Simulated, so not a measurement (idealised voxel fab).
Process module name: voxel plated lines
Square cell edge 5 nm, section width 245 nm, ID cut.
Square cells in a grid make up a cross-section in this document, and the grid is given as bands, listed from the top down, each one or more rows of cells.
Quick guide to a band line: top height, bottom height (nm) up front; then every material left to right with its width in nm. Only one material and it's marked "edge to edge"? Then it fills the band edge to edge. And "air" just means empty space.
Heads up on the height convention: 0 is the point under which the incoming wafer is all one material, and the lowest band has no bottom, it just keeps going down, like "from 0 down".
The width entry "30..40" should be interpreted row by row: the top row of cells in the band takes the first number, the bottom row takes the second number, and the change between adjacent rows is uniform throughout.
"no modification", as given for a step, is the statement that not any cell of the cross-section underwent a change during that step.
Any empty space of 8 cells or more lacking an open way to the top shows up in "Sealed internal cavities" as width x height at distance, distance from the left edge, in nm.
Anything after a step's settings on that line? It's the simulator's own note about the step.
overlay nm: mask offset rightward from planned place, masked step; negative means leftward offset.
**Intended process steps**
1 RECEIVE | material Si
2 CONFORMAL_DEP | material SiO2 | thk nm 10
3 DIRECTIONAL_DEP | material TiN | thk nm 5
4 PATTERN | tone open | mask id LINES | material resist | width nm 15 | pitch nm 35 | thk nm 25 | overlay nm 0
5 EPI | material Ru | thk nm 5
6 EPI | material Ru | thk nm 10
7 STRIP | etch materials resist
8 DIRECTIONAL_ETCH | etch materials TiN | depth nm 5
9 CONFORMAL_DEP | material SiCN | thk nm 5
**Here's what the wafer looked like in cross-section when it arrived - that's after step 1**
from 0 down = Si edge to edge
Sealed internal cavities: none
**Starting wafer: above. Plan: above. Run: one mistake. Cross-section after the module: below**
from 35 to 30 = SiCN: 100, then air: 5, then SiCN: 30, then air: 5, then SiCN: 105
from 30 to 15 = Ru: 95, then SiCN: 5, then air: 5, then SiCN: 5, then Ru: 20, then SiCN: 5, then air: 5, then SiCN: 5, then Ru: 100
from 15 to 10 = TiN: 95, then SiCN: 15, then TiN: 20, then SiCN: 15, then TiN: 100
from 10 to 0 = SiO2 edge to edge
from 0 down = Si edge to edge
Sealed internal cavities: none
It is concluded that the wafer was processed incorrectly with respect to the plan, in that step 4 was not run as planned; what actually ran was PATTERN | tone cover | mask id LINES | material resist | width nm 15 | pitch nm 35 | thk nm 25 | overlay nm 0
